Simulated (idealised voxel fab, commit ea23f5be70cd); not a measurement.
Documented hereafter: the process module known as voxel capacitor over wiring.
For reference, the cross-section in this document is cut, with width 275 nm and square cells of 5 nm.
Cross-section = grid of square cells, listed top down in bands; band = one or more rows.
The entry gives the band's vertical extent as a top height and a bottom height in nm, then its horizontal make-up as materials from left to right, each with a width in nm. "air" stands for empty space; a single material marked "edge to edge" fills the band edge to edge.
It should be noted that heights are counted from 0, beneath which the wafer as supplied is of one material throughout, and that the lowest band possesses no lower boundary but continues downward, as written in "0 nm and below".
Read "30->40" as a graded width: first number on top, second number at the bottom, same change between each pair of neighbouring rows.
Reading "left unchanged" for a step: not a cell of the cross-section changed in it.
For the entry "Enclosed cavity list", the listed items are empty spaces with no open way to the top whose size is 8 cells or more; each item follows the pattern width x height at distance, where distance is from the left edge and all three are in nm.
Anything after a step's settings on that line? It's the simulator's own note about the step.
The optional step-line setting "overlay nm" applies to steps with a mask and quantifies how far to the right of its planned location the mask lay, a negative value indicating leftward placement.

**Planned process steps**
1: RECEIVE: material Si
2: CONFORMAL_DEP: material SiO2, thk nm 10
3: DIRECTIONAL_DEP: material TiN, thk nm 5
4: DIRECTIONAL_DEP: material W, thk nm 15
5: DIRECTIONAL_DEP: material aC, thk nm 15
6: PATTERN: tone cover, mask id METAL_1, material resist, width nm 25, pitch nm 80, thk nm 35, overlay nm 0
7: DIRECTIONAL_ETCH: etch materials aC, depth nm 15
8: STRIP: etch materials resist
9: DIRECTIONAL_ETCH: etch materials W, depth nm 15
10: DIRECTIONAL_ETCH: etch materials TiN, depth nm 5
11: STRIP: etch materials aC
12: CONFORMAL_DEP: material SiCN, thk nm 5
13: FILL_DEP: material SiO2, thk nm 10
14: CMP: height nm 30
15: CONFORMAL_DEP: material SiCN, thk nm 5
16: DIRECTIONAL_DEP: material SiO2, thk nm 10
17: MASKED_ETCH: tone open, mask id PLUG_1, width nm 15, etch materials SiO2, depth nm 10, overlay nm 0
18: MASKED_ETCH: tone open, mask id PLUG_1, width nm 15, etch materials SiCN, depth nm 5, overlay nm 0
19: EPI: material Ru, thk nm 10
20: EPI: material Ru, thk nm 5
21: DIRECTIONAL_DEP: material TiN, thk nm 10
22: DIRECTIONAL_DEP: material HfO2, thk nm 5
23: DIRECTIONAL_DEP: material TiN, thk nm 5
24: DIRECTIONAL_DEP: material aC, thk nm 15
25: PATTERN: tone cover, mask id UPPER_PLATE, material resist, width nm 60, thk nm 30, overlay nm 0
26: DIRECTIONAL_ETCH: etch materials aC, depth nm 15
27: STRIP: etch materials resist
28: DIRECTIONAL_ETCH: etch materials TiN, depth nm 5
29: DIRECTIONAL_ETCH: etch materials HfO2, depth nm 5
30: STRIP: etch materials aC
31: MASKED_ETCH: tone cover, mask id LOWER_PLATE, width nm 70, etch materials TiN, depth nm 10, overlay nm 0
32: FILL_DEP: material SiO2, thk nm 20
33: CMP: height nm 80
34: DIRECTIONAL_DEP: material aC, thk nm 10
35: PATTERN: tone open, mask id PLUG_2, material resist, width nm 15, thk nm 30, overlay nm 0
36: DIRECTIONAL_ETCH: etch materials aC, depth nm 10
37: STRIP: etch materials resist
38: DIRECTIONAL_ETCH: etch materials SiO2, depth nm 15
39: STRIP: etch materials aC
40: CONFORMAL_DEP: material TiN, thk nm 5
41: FILL_DEP: material W, thk nm 5
42: CMP: height nm 80
43: CONFORMAL_DEP: material SiCN, thk nm 5

**This is the cross-section of the wafer as we received it, i.e. after step 1**
    0 nm and below = Si edge to edge
    Enclosed cavity list: none

**Here's the wafer cut in cross-section after the module, started and planned just like above, except one thing was done wrong in the run**
    85 nm to 80 nm = SiCN edge to edge
    80 nm to 70 nm = 100 of W / 5 of TiN / 15 of SiO2 / 5 of TiN / 150 of W
    70 nm to 65 nm = 105 of TiN / 15 of SiO2 / 155 of TiN
    65 nm to 60 nm = 95 of SiO2 / 60 of TiN / 120 of SiO2
    60 nm to 55 nm = 95 of SiO2 / 60 of HfO2 / 120 of SiO2
    55 nm to 45 nm = 90 of SiO2 / 70 of TiN / 115 of SiO2
    45 nm to 35 nm = 95 of SiO2 / 15 of Ru / 165 of SiO2
    35 nm to 30 nm = 95 of SiCN / 15 of Ru / 165 of SiCN
    30 nm to 15 nm = 80 of SiO2 / 5 of SiCN / 25 of W / 5 of SiCN / 45 of SiO2 / 5 of SiCN / 25 of W / 5 of SiCN / 80 of SiO2
    15 nm to 10 nm = 85 of SiCN / 25 of TiN / 55 of SiCN / 25 of TiN / 85 of SiCN
    10 nm to 0 nm = SiO2 edge to edge
    0 nm and below = Si edge to edge
    Enclosed cavity list: none
In executing the process, a mistake was made relative to the plan: step 35 was run on a setting that differed from the plan, and what really ran there is PATTERN: tone cover, mask id PLUG_2, material resist, width nm 15, thk nm 30, overlay nm 0
